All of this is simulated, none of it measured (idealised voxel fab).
The name of this process module is voxel trench capacitor.
The cross-section on display is named cut; it measures 245 nm wide, and its cells are 5 nm squares.
Reading order for cross-sections: top band down to bottom band. Underlying form: a grid of square cells. Band size: one or more rows of cells. Band: top height; bottom height; in nm. Then, left to right: material with width in nm, for each material. "everywhere": a single material spanning edge to edge. "empty": empty space. Heights are reckoned from 0. Under this level, the received wafer is all of one material. The bottommost band is open-ended downward, for example "z 0 and below". Width "30 to 40": first value at the band's top row of cells, second value at its bottom row, equal change from row to row. Where the words "nothing was modified" appear for a step, the cross-section shows no cell changed by that step; every cell remained as before. "Closed-off voids" lists enclosed empty spaces (at least 8 cells, no open path upward to the top), each as width x height at distance from the left edge, in nm. Whatever follows a step's settings on its line is a remark the simulator itself makes about that step. overlay nm: right-of-plan distance of the mask on a masked step; negative values mean left-of-plan.

These are the steps we planned for the process:
- 1: op RECEIVE | material Si
- 2: op CONFORMAL_DEP | material SiN | thk nm 5
- 3: op PATTERN | tone open | mask id TRENCH | material resist | width nm 30 | pitch nm 45 | thk nm 15 | overlay nm 0
- 4: op DIRECTIONAL_ETCH | etch materials SiN | depth nm 5
- 5: op DIRECTIONAL_ETCH | etch materials Si | depth nm 40
- 6: op STRIP | etch materials resist
- 7: op CONFORMAL_DEP | material HfO2 | thk nm 5
- 8: op CONFORMAL_DEP | material TiN | thk nm 5
- 9: op FILL_DEP | material W | thk nm 5
- 10: op CMP | height nm 5

Step 1 complete: cross-section of the wafer as received:
> z 0 and below  Si everywhere
> Closed-off voids: none

First of two wafers at the end of the module, shown in cross-section; run carried out as planned:
> z 5 to 0  40 SiN / 5 HfO2 / 5 TiN / 10 W / 5 TiN / 5 HfO2 / 15 SiN / 5 HfO2 / 5 TiN / 10 W / 5 TiN / 5 HfO2 / 15 SiN / 5 HfO2 / 5 TiN / 10 W / 5 TiN / 5 HfO2 / 15 SiN / 5 HfO2 / 5 TiN / 10 W / 5 TiN / 5 HfO2 / 40 SiN
> z 0 to -30  40 Si / 5 HfO2 / 5 TiN / 10 W / 5 TiN / 5 HfO2 / 15 Si / 5 HfO2 / 5 TiN / 10 W / 5 TiN / 5 HfO2 / 15 Si / 5 HfO2 / 5 TiN / 10 W / 5 TiN / 5 HfO2 / 15 Si / 5 HfO2 / 5 TiN / 10 W / 5 TiN / 5 HfO2 / 40 Si
> z -30 to -35  40 Si / 5 HfO2 / 20 TiN / 5 HfO2 / 15 Si / 5 HfO2 / 20 TiN / 5 HfO2 / 15 Si / 5 HfO2 / 20 TiN / 5 HfO2 / 15 Si / 5 HfO2 / 20 TiN / 5 HfO2 / 40 Si
> z -35 to -40  40 Si / 30 HfO2 / 15 Si / 30 HfO2 / 15 Si / 30 HfO2 / 15 Si / 30 HfO2 / 40 Si
> z -40 and below  Si everywhere
> Closed-off voids: none

Presented here is a cross-section of the second of the two wafers as it stood at the end of the module. It was started in the same manner and assigned the same plan as the first wafer; however, one mistake was made in its execution:
> z 5 to 0  30 W / 5 TiN / 5 HfO2 / 30 SiN / 5 HfO2 / 5 TiN / 5 HfO2 / 30 SiN / 5 HfO2 / 5 TiN / 5 HfO2 / 30 SiN / 5 HfO2 / 5 TiN / 5 HfO2 / 30 SiN / 5 HfO2 / 5 TiN / 30 W
> z 0 to -30  30 W / 5 TiN / 5 HfO2 / 30 Si / 5 HfO2 / 5 TiN / 5 HfO2 / 30 Si / 5 HfO2 / 5 TiN / 5 HfO2 / 30 Si / 5 HfO2 / 5 TiN / 5 HfO2 / 30 Si / 5 HfO2 / 5 TiN / 30 W
> z -30 to -35  35 TiN / 5 HfO2 / 30 Si / 5 HfO2 / 5 TiN / 5 HfO2 / 30 Si / 5 HfO2 / 5 TiN / 5 HfO2 / 30 Si / 5 HfO2 / 5 TiN / 5 HfO2 / 30 Si / 5 HfO2 / 35 TiN
> z -35 to -40  40 HfO2 / 30 Si / 15 HfO2 / 30 Si / 15 HfO2 / 30 Si / 15 HfO2 / 30 Si / 40 HfO2
> z -40 and below  Si everywhere
> Closed-off voids: none
Want to know what went wrong? step 3 off recipe, ran as op PATTERN | tone cover | mask id TRENCH | material resist | width nm 30 | pitch nm 45 | thk nm 15 | overlay nm 0
Heads up, by the end the second wafer has more or fewer cells of some materials compared to the first: +1 HfO2 | -8 Si | -1 SiN | -20 TiN | +28 W
